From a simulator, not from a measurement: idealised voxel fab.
The following is a process module called voxel self aligned vias.
This is section cut - it's 205 nm across, gridded in 5 nm square cells.
Bands, listed from the top down, are how a cross-section gets written in this document; the cross-section itself is a grid of square cells, and a band is one or more rows of them. First you get the band's top height and its bottom height, in nm, and then the materials it's made of, left to right, with each width in nm. If you see a single material with "full width", that one covers the band edge to edge. "blank" is empty space. Basically, 0 is our baseline, since under it the wafer straight out of the box is all one material. The bottom band has no lower end and keeps on going down, so it looks like "0 and below". Think of "30->40" as a width that walks from the first number to the second as you go down the band, top row to bottom row, taking equal-sized steps from row to row. "nothing altered" means the step left every cell of the cross-section as it was. "Enclosed void entries" lists enclosed empty spaces (at least 8 cells, no open path upward to the top), each as width x height at distance from the left edge, in nm. Text after the settings on a step's line: the simulator's own remark on that step. The optional step-line setting "overlay nm" applies to steps with a mask and quantifies how far to the right of its planned location the mask lay, a negative value indicating leftward placement.

[Steps in the process plan]
step 1: RECEIVE [material Si]
step 2: CONFORMAL_DEP [material SiO2] [thk nm 10]
step 3: CONFORMAL_DEP [material SiCN] [thk nm 5]
step 4: DIRECTIONAL_DEP [material SiO2] [thk nm 25]
step 5: PATTERN [tone open] [mask id LINES] [material resist] [width nm 20] [pitch nm 65] [thk nm 20] [overlay nm 0]
step 6: DIRECTIONAL_ETCH [etch materials SiO2] [depth nm 25]
step 7: STRIP [etch materials resist]
step 8: CONFORMAL_DEP [material TiN] [thk nm 5]
step 9: FILL_DEP [material W] [thk nm 10]
step 10: CMP [height nm 40]
step 11: SELECTIVE_ETCH [etch materials W Ru TiN] [depth nm 5]
step 12: FILL_DEP [material SiN] [thk nm 5]
step 13: CMP [height nm 40]
step 14: DIRECTIONAL_DEP [material SiO2] [thk nm 20]
step 15: PATTERN [tone open] [mask id VIAS] [material resist] [width nm 40] [pitch nm 130] [thk nm 20] [overlay nm 0]
step 16: DIRECTIONAL_ETCH [etch materials SiO2] [depth nm 20]
step 17: DIRECTIONAL_ETCH [etch materials SiN] [depth nm 5]
step 18: STRIP [etch materials resist]
step 19: CONFORMAL_DEP [material TiN] [thk nm 5]
step 20: FILL_DEP [material Ru] [thk nm 5]
step 21: CMP [height nm 60]
step 22: CONFORMAL_DEP [material SiN] [thk nm 5]

[Received-state cross-section, reflecting completion of step 1]
> 0 and below | Si full width
> Enclosed void entries: none

[What the wafer looks like in cross-section after this module, when it starts as shown above and follows the plan above but one mistake is made in running it]
> 65 down to 60 | SiN full width
> 60 down to 45 | SiO2 15 | TiN 5 | Ru 30 | TiN 5 | SiO2 90 | TiN 5 | Ru 30 | TiN 5 | SiO2 20
> 45 down to 40 | SiO2 15 | TiN 5 | Ru 10 | TiN 25 | SiO2 90 | TiN 5 | Ru 10 | TiN 25 | SiO2 20
> 40 down to 35 | SiO2 15 | TiN 20 | SiO2 45 | SiN 20 | SiO2 45 | TiN 20 | SiO2 40
> 35 down to 20 | SiO2 15 | TiN 5 | W 10 | TiN 5 | SiO2 45 | TiN 5 | W 10 | TiN 5 | SiO2 45 | TiN 5 | W 10 | TiN 5 | SiO2 40
> 20 down to 15 | SiO2 15 | TiN 20 | SiO2 45 | TiN 20 | SiO2 45 | TiN 20 | SiO2 40
> 15 down to 10 | SiCN full width
> 10 down to 0 | SiO2 full width
> 0 and below | Si full width
> Enclosed void entries: none
Which mistake was made when the wafer was run? note that step 5 departed from the planned setting and was carried out as PATTERN [tone open] [mask id LINES] [material resist] [width nm 20] [pitch nm 65] [thk nm 20] [overlay nm -10]
